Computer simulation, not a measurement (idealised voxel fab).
Name of the process module below: voxel wiring stack
We display cut, a cross-section 205 nm in width whose square cells are each 5 nm.
Reading order for cross-sections: top band down to bottom band. Underlying form: a grid of square cells. Band size: one or more rows of cells. A band entry consists of two parts. The first gives the height of the band's top and the height of its bottom, in nm. The rest lists the band's materials from left to right, each with its width in nm. A single material labelled with the word "full width" fills the band from edge to edge, and the word "air" marks empty space. Heights are reckoned from 0. Under this level, the received wafer is all of one material. The bottommost band is open-ended downward, for example "0 nm and below". Per-row width for "30->40": begins at first number (top row of band), ends at second number (bottom row), increment between rows held constant. No cell of the cross-section changed in a step that is given as "changes: none". Empty spaces without an open route to the top, at least 8 cells in extent, make up the entry "Voids lacking openings"; each is given as width x height at distance, where the distance is measured from the left edge, and all are in nm. Anything after a step's settings on that line? It's the simulator's own note about the step. "overlay nm" on a masked step: distance the mask lay right of its planned place, negative for left.

This section lists the process steps that were planned
1. RECEIVE, material Si
2. CONFORMAL_DEP, material SiO2, thk nm 10
3. DIRECTIONAL_DEP, material TiN, thk nm 5
4. DIRECTIONAL_DEP, material Ru, thk nm 15
5. DIRECTIONAL_DEP, material aC, thk nm 15
6. PATTERN, tone cover, mask id METAL_1, material resist, width nm 30, pitch nm 60, thk nm 35, overlay nm 0
7. DIRECTIONAL_ETCH, etch materials aC, depth nm 15
8. STRIP, etch materials resist
9. DIRECTIONAL_ETCH, etch materials Ru, depth nm 15
10. DIRECTIONAL_ETCH, etch materials TiN, depth nm 5
11. STRIP, etch materials aC
12. FILL_DEP, material lowk, thk nm 5
13. CMP, height nm 30
14. CONFORMAL_DEP, material SiCN, thk nm 5
15. DIRECTIONAL_DEP, material lowk, thk nm 25
16. PATTERN, tone open, mask id METAL_2, material resist, width nm 30, pitch nm 60, thk nm 20, overlay nm 0
17. DIRECTIONAL_ETCH, etch materials lowk, depth nm 15
18. STRIP, etch materials resist
19. PATTERN, tone open, mask id METAL_2_HOLES, material resist, width nm 15, pitch nm 60, thk nm 20, overlay nm 0
20. DIRECTIONAL_ETCH, etch materials lowk, depth nm 10
21. DIRECTIONAL_ETCH, etch materials SiCN, depth nm 5
22. STRIP, etch materials resist
23. CONFORMAL_DEP, material TiN, thk nm 5
24. FILL_DEP, material Ru, thk nm 5
25. CMP, height nm 60
26. CONFORMAL_DEP, material SiCN, thk nm 5
27. DIRECTIONAL_DEP, material SiO2, thk nm 10
28. PATTERN, tone open, mask id PLUG_2, material resist, width nm 15, pitch nm 60, thk nm 20, overlay nm 0
29. DIRECTIONAL_ETCH, etch materials SiO2, depth nm 10
30. DIRECTIONAL_ETCH, etch materials SiCN, depth nm 5
31. STRIP, etch materials resist
32. CONFORMAL_DEP, material TiN, thk nm 5
33. FILL_DEP, material W, thk nm 5
34. CMP, height nm 75
35. CONFORMAL_DEP, material SiN, thk nm 5
36. DIRECTIONAL_DEP, material lowk, thk nm 20
37. DIRECTIONAL_DEP, material aC, thk nm 15
38. PATTERN, tone open, mask id METAL_3, material resist, width nm 30, pitch nm 60, thk nm 30, overlay nm 0
39. DIRECTIONAL_ETCH, etch materials aC, depth nm 15
40. STRIP, etch materials resist
41. DIRECTIONAL_ETCH, etch materials lowk, depth nm 20
42. DIRECTIONAL_ETCH, etch materials SiN, depth nm 5
43. STRIP, etch materials aC
44. CONFORMAL_DEP, material TiN, thk nm 5
45. FILL_DEP, material Ru, thk nm 5
46. CMP, height nm 100
47. CONFORMAL_DEP, material SiN, thk nm 5

This is the cross-section of the wafer as we received it, i.e. after step 1
  0 nm and below = Si full width
  Voids lacking openings: none

Run as planned - first of the two wafers cross-sectioned at the end of the module
  105 nm to 100 nm = SiN full width
  100 nm to 80 nm = lowk 55 nm | TiN 5 nm | Ru 20 nm | TiN 5 nm | lowk 30 nm | TiN 5 nm | Ru 20 nm | TiN 5 nm | lowk 60 nm
  80 nm to 75 nm = SiN 55 nm | TiN 30 nm | SiN 30 nm | TiN 30 nm | SiN 60 nm
  75 nm to 65 nm = SiO2 55 nm | TiN 5 nm | W 5 nm | TiN 5 nm | SiO2 45 nm | TiN 5 nm | W 5 nm | TiN 5 nm | SiO2 75 nm
  65 nm to 60 nm = SiCN 55 nm | TiN 15 nm | SiCN 45 nm | TiN 15 nm | SiCN 75 nm
  60 nm to 50 nm = lowk 55 nm | TiN 5 nm | Ru 20 nm | TiN 5 nm | lowk 30 nm | TiN 5 nm | Ru 20 nm | TiN 5 nm | lowk 60 nm
  50 nm to 45 nm = lowk 55 nm | TiN 5 nm | Ru 5 nm | TiN 20 nm | lowk 30 nm | TiN 5 nm | Ru 5 nm | TiN 20 nm | lowk 60 nm
  45 nm to 35 nm = lowk 55 nm | TiN 5 nm | Ru 5 nm | TiN 5 nm | lowk 45 nm | TiN 5 nm | Ru 5 nm | TiN 5 nm | lowk 75 nm
  35 nm to 30 nm = SiCN 55 nm | TiN 15 nm | SiCN 45 nm | TiN 15 nm | SiCN 75 nm
  30 nm to 15 nm = lowk 55 nm | Ru 30 nm | lowk 30 nm | Ru 30 nm | lowk 60 nm
  15 nm to 10 nm = lowk 55 nm | TiN 30 nm | lowk 30 nm | TiN 30 nm | lowk 60 nm
  10 nm to 0 nm = SiO2 full width
  0 nm and below = Si full width
  Voids lacking openings: none

End-of-module cross-section of the second wafer: identical starting point and process plan to the first, with one processing mistake
  105 nm to 100 nm = SiN full width
  100 nm to 80 nm = lowk 55 nm | TiN 5 nm | Ru 20 nm | TiN 5 nm | lowk 30 nm | TiN 5 nm | Ru 20 nm | TiN 5 nm | lowk 60 nm
  80 nm to 75 nm = SiN 55 nm | TiN 30 nm | SiN 30 nm | TiN 30 nm | SiN 60 nm
  75 nm to 65 nm = SiO2 55 nm | TiN 5 nm | W 5 nm | TiN 5 nm | SiO2 45 nm | TiN 5 nm | W 5 nm | TiN 5 nm | SiO2 75 nm
  65 nm to 60 nm = SiCN 55 nm | TiN 15 nm | SiCN 45 nm | TiN 15 nm | SiCN 75 nm
  60 nm to 50 nm = lowk 55 nm | TiN 5 nm | Ru 20 nm | TiN 5 nm | lowk 30 nm | TiN 5 nm | Ru 20 nm | TiN 5 nm | lowk 60 nm
  50 nm to 45 nm = lowk 55 nm | TiN 5 nm | Ru 5 nm | TiN 20 nm | lowk 30 nm | TiN 5 nm | Ru 5 nm | TiN 20 nm | lowk 60 nm
  45 nm to 35 nm = lowk 55 nm | TiN 5 nm | Ru 5 nm | TiN 5 nm | lowk 45 nm | TiN 5 nm | Ru 5 nm | TiN 5 nm | lowk 75 nm
  35 nm to 30 nm = SiCN 55 nm | TiN 15 nm | SiCN 45 nm | TiN 15 nm | SiCN 75 nm
  30 nm to 15 nm = lowk 60 nm | Ru 25 nm | lowk 35 nm | Ru 25 nm | lowk 60 nm
  15 nm to 10 nm = lowk 60 nm | TiN 25 nm | lowk 35 nm | TiN 25 nm | lowk 60 nm
  10 nm to 0 nm = SiO2 full width
  0 nm and below = Si full width
  Voids lacking openings: none
It is concluded that the wafer was processed incorrectly with respect to the plan, in that planned and actual differ for step 6; actual: PATTERN, tone cover, mask id METAL_1, material resist, width nm 25, pitch nm 60, thk nm 35, overlay nm 0
The second wafer ends with more or fewer cells of some materials than the first, per final count: 6 fewer of Ru; 2 fewer of TiN; 8 more of lowk
